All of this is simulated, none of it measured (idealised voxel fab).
This is a process module. Its name is voxel gate over fins.
The cross-section on display is named cut; it measures 230 nm wide, and its cells are 5 nm squares.
A cross-section in this document is a grid of square cells, and it is written down as bands, the top band listed before the ones below it; a band is made up of one or more rows of cells.
Band: top height; bottom height; in nm. Then, left to right: material with width in nm, for each material. "edge to edge": a single material spanning edge to edge. "blank": empty space.
Below 0: as-received wafer, all one material; heights counted from there. Lowest band: no bottom, goes on down, written "0 nm and below".
Top row gets the first number, bottom row gets the second, and each row in between changes by the same step: that is how a band width like "30 to 40" works.
"everything unchanged" after a step means that no cell of the cross-section changed.
Under "Closed cavities" you'll find the enclosed gaps, the ones with no way out to the top, that are 8 cells or bigger; each reads width x height at distance, with distance counted from the left edge, everything in nm.
Note: text after step settings on the step line = simulator remark on that step.
"overlay nm" answers the question of how far to the right of plan the mask lay on a step that has a mask, and when it is negative the answer is to the left.
**Intended process steps**
1. RECEIVE | material Si
2. CONFORMAL_DEP | material SiN | thk nm 5
3. DIRECTIONAL_DEP | material aC | thk nm 10
4. PATTERN | tone cover | mask id FINS | material resist | width nm 15 | pitch nm 45 | thk nm 25 | overlay nm 0
5. DIRECTIONAL_ETCH | etch materials aC | depth nm 10
6. STRIP | etch materials resist
7. DIRECTIONAL_ETCH | etch materials SiN | depth nm 5
8. DIRECTIONAL_ETCH | etch materials Si | depth nm 35
9. STRIP | etch materials aC
10. OXIDIZE | depth nm 5
11. FILL_DEP | material SiO2 | thk nm 15
12. CMP | height nm 5
13. SELECTIVE_ETCH | etch materials SiO2 | depth nm 20
14. STRIP | etch materials SiN
15. CONFORMAL_DEP | material HfO2 | thk nm 5
16. CONFORMAL_DEP | material TiN | thk nm 5
17. FILL_DEP | material W | thk nm 15
18. CMP | height nm 20
19. CONFORMAL_DEP | material SiN | thk nm 5
**First wafer, two in total, run as planned**
**Wafer cross-section on receipt, i.e. after step 1**
    0 nm and below = Si edge to edge
    Closed cavities: none
**The wafer, seen in cross-section, after step 2**
    5 nm to 0 nm = SiN edge to edge
    Everything below 0 is unchanged.
**The wafer, seen in cross-section, after step 3**
    15 nm to 5 nm = aC edge to edge
    Everything below 5 is unchanged.
**The wafer, seen in cross-section, after step 4**
    40 nm to 15 nm = blank (60) / resist (15) / blank (30) / resist (15) / blank (30) / resist (15) / blank (65)
    Everything below 15 is unchanged.
**The wafer, seen in cross-section, after step 5**
    30 nm to 15 nm = blank (60) / resist (15) / blank (30) / resist (15) / blank (30) / resist (15) / blank (65)
    15 nm to 5 nm = blank (60) / aC (15) / blank (30) / aC (15) / blank (30) / aC (15) / blank (65)
    Everything below 5 is unchanged.
**The wafer, seen in cross-section, after step 6**
    15 nm to 5 nm = blank (60) / aC (15) / blank (30) / aC (15) / blank (30) / aC (15) / blank (65)
    Everything below 5 is unchanged.
**The wafer, seen in cross-section, after step 7**
    15 nm to 5 nm = blank (60) / aC (15) / blank (30) / aC (15) / blank (30) / aC (15) / blank (65)
    5 nm to 0 nm = blank (60) / SiN (15) / blank (30) / SiN (15) / blank (30) / SiN (15) / blank (65)
    Everything below 0 is unchanged.
**The wafer, seen in cross-section, after step 8**
    15 nm to 5 nm = blank (60) / aC (15) / blank (30) / aC (15) / blank (30) / aC (15) / blank (65)
    5 nm to 0 nm = blank (60) / SiN (15) / blank (30) / SiN (15) / blank (30) / SiN (15) / blank (65)
    0 nm to -35 nm = blank (60) / Si (15) / blank (30) / Si (15) / blank (30) / Si (15) / blank (65)
    Everything below -35 is unchanged.
**The wafer, seen in cross-section, after step 9**
    5 nm to 0 nm = blank (60) / SiN (15) / blank (30) / SiN (15) / blank (30) / SiN (15) / blank (65)
    Everything below 0 is unchanged.
**The wafer, seen in cross-section, after step 10**
    5 nm to 0 nm = blank (60) / SiN (15) / blank (30) / SiN (15) / blank (30) / SiN (15) / blank (65)
    0 nm to -35 nm = blank (60) / SiO2 (5) / Si (5) / SiO2 (5) / blank (30) / SiO2 (5) / Si (5) / SiO2 (5) / blank (30) / SiO2 (5) / Si (5) / SiO2 (5) / blank (65)
    -35 nm to -40 nm = SiO2 (65) / Si (5) / SiO2 (40) / Si (5) / SiO2 (40) / Si (5) / SiO2 (70)
    Everything below -40 is unchanged.
**The wafer, seen in cross-section, after step 11**
    20 nm to 5 nm = SiO2 edge to edge
    5 nm to 0 nm = SiO2 (60) / SiN (15) / SiO2 (30) / SiN (15) / SiO2 (30) / SiN (15) / SiO2 (65)
    0 nm to -40 nm = SiO2 (65) / Si (5) / SiO2 (40) / Si (5) / SiO2 (40) / Si (5) / SiO2 (70)
    Everything below -40 is unchanged.
**The wafer, seen in cross-section, after step 12**
    5 nm to 0 nm = SiO2 (60) / SiN (15) / SiO2 (30) / SiN (15) / SiO2 (30) / SiN (15) / SiO2 (65)
    Everything below 0 is unchanged.
**The wafer, seen in cross-section, after step 13**
    5 nm to 0 nm = blank (60) / SiN (15) / blank (30) / SiN (15) / blank (30) / SiN (15) / blank (65)
    0 nm to -15 nm = blank (65) / Si (5) / blank (40) / Si (5) / blank (40) / Si (5) / blank (70)
    Everything below -15 is unchanged.
**The wafer, seen in cross-section, after step 14**
    0 nm to -15 nm = blank (65) / Si (5) / blank (40) / Si (5) / blank (40) / Si (5) / blank (70)
    Everything below -15 is unchanged.
**The wafer, seen in cross-section, after step 15**
    5 nm to 0 nm = blank (60) / HfO2 (15) / blank (30) / HfO2 (15) / blank (30) / HfO2 (15) / blank (65)
    0 nm to -10 nm = blank (60) / HfO2 (5) / Si (5) / HfO2 (5) / blank (30) / HfO2 (5) / Si (5) / HfO2 (5) / blank (30) / HfO2 (5) / Si (5) / HfO2 (5) / blank (65)
    -10 nm to -15 nm = HfO2 (65) / Si (5) / HfO2 (40) / Si (5) / HfO2 (40) / Si (5) / HfO2 (70)
    Everything below -15 is unchanged.
**The wafer, seen in cross-section, after step 16**
    10 nm to 5 nm = blank (55) / TiN (25) / blank (20) / TiN (25) / blank (20) / TiN (25) / blank (60)
    5 nm to 0 nm = blank (55) / TiN (5) / HfO2 (15) / TiN (5) / blank (20) / TiN (5) / HfO2 (15) / TiN (5) / blank (20) / TiN (5) / HfO2 (15) / TiN (5) / blank (60)
    0 nm to -5 nm = blank (55) / TiN (5) / HfO2 (5) / Si (5) / HfO2 (5) / TiN (5) / blank (20) / TiN (5) / HfO2 (5) / Si (5) / HfO2 (5) / TiN (5) / blank (20) / TiN (5) / HfO2 (5) / Si (5) / HfO2 (5) / TiN (5) / blank (60)
    -5 nm to -10 nm = TiN (60) / HfO2 (5) / Si (5) / HfO2 (5) / TiN (30) / HfO2 (5) / Si (5) / HfO2 (5) / TiN (30) / HfO2 (5) / Si (5) / HfO2 (5) / TiN (65)
    Everything below -10 is unchanged.
**The wafer, seen in cross-section, after step 17**
    25 nm to 10 nm = W edge to edge
    10 nm to 5 nm = W (55) / TiN (25) / W (20) / TiN (25) / W (20) / TiN (25) / W (60)
    5 nm to 0 nm = W (55) / TiN (5) / HfO2 (15) / TiN (5) / W (20) / TiN (5) / HfO2 (15) / TiN (5) / W (20) / TiN (5) / HfO2 (15) / TiN (5) / W (60)
    0 nm to -5 nm = W (55) / TiN (5) / HfO2 (5) / Si (5) / HfO2 (5) / TiN (5) / W (20) / TiN (5) / HfO2 (5) / Si (5) / HfO2 (5) / TiN (5) / W (20) / TiN (5) / HfO2 (5) / Si (5) / HfO2 (5) / TiN (5) / W (60)
    Everything below -5 is unchanged.
**The wafer, seen in cross-section, after step 18**
    20 nm to 10 nm = W edge to edge
    Everything below 10 is unchanged.
**The wafer, seen in cross-section, after step 19**
    25 nm to 20 nm = SiN edge to edge
    Everything below 20 is unchanged.
**Wafer two of the pair: same origin, same plan, one error during the run; identical to wafer one up to and including step 14**
**At the planned end of step 15, the second wafer in cross-section**
    5 nm to 0 nm = blank (60) / TiN (15) / blank (30) / TiN (15) / blank (30) / TiN (15) / blank (65)
    0 nm to -10 nm = blank (60) / TiN (5) / Si (5) / TiN (5) / blank (30) / TiN (5) / Si (5) / TiN (5) / blank (30) / TiN (5) / Si (5) / TiN (5) / blank (65)
    -10 nm to -15 nm = TiN (65) / Si (5) / TiN (40) / Si (5) / TiN (40) / Si (5) / TiN (70)
    Everything below -15 is unchanged.
**At the planned end of step 16, the second wafer in cross-section**
    10 nm to 5 nm = blank (55) / HfO2 (25) / blank (20) / HfO2 (25) / blank (20) / HfO2 (25) / blank (60)
    5 nm to 0 nm = blank (55) / HfO2 (5) / TiN (15) / HfO2 (5) / blank (20) / HfO2 (5) / TiN (15) / HfO2 (5) / blank (20) / HfO2 (5) / TiN (15) / HfO2 (5) / blank (60)
    0 nm to -5 nm = blank (55) / HfO2 (5) / TiN (5) / Si (5) / TiN (5) / HfO2 (5) / blank (20) / HfO2 (5) / TiN (5) / Si (5) / TiN (5) / HfO2 (5) / blank (20) / HfO2 (5) / TiN (5) / Si (5) / TiN (5) / HfO2 (5) / blank (60)
    -5 nm to -10 nm = HfO2 (60) / TiN (5) / Si (5) / TiN (5) / HfO2 (30) / TiN (5) / Si (5) / TiN (5) / HfO2 (30) / TiN (5) / Si (5) / TiN (5) / HfO2 (65)
    Everything below -10 is unchanged.
**At the planned end of step 17, the second wafer in cross-section**
    25 nm to 10 nm = W edge to edge
    10 nm to 5 nm = W (55) / HfO2 (25) / W (20) / HfO2 (25) / W (20) / HfO2 (25) / W (60)
    5 nm to 0 nm = W (55) / HfO2 (5) / TiN (15) / HfO2 (5) / W (20) / HfO2 (5) / TiN (15) / HfO2 (5) / W (20) / HfO2 (5) / TiN (15) / HfO2 (5) / W (60)
    0 nm to -5 nm = W (55) / HfO2 (5) / TiN (5) / Si (5) / TiN (5) / HfO2 (5) / W (20) / HfO2 (5) / TiN (5) / Si (5) / TiN (5) / HfO2 (5) / W (20) / HfO2 (5) / TiN (5) / Si (5) / TiN (5) / HfO2 (5) / W (60)
    Everything below -5 is unchanged.
**At the planned end of step 18, the second wafer in cross-section**
    20 nm to 10 nm = W edge to edge
    Everything below 10 is unchanged.
**At the planned end of step 19, the second wafer in cross-section**
    25 nm to 20 nm = SiN edge to edge
    Everything below 20 is unchanged.
It is concluded that the wafer was processed incorrectly with respect to the plan, in that plan steps 15 and 16 run swapped
So at the finish, the second wafer's got exactly as many cells of each material as the first, just not in the same spots.
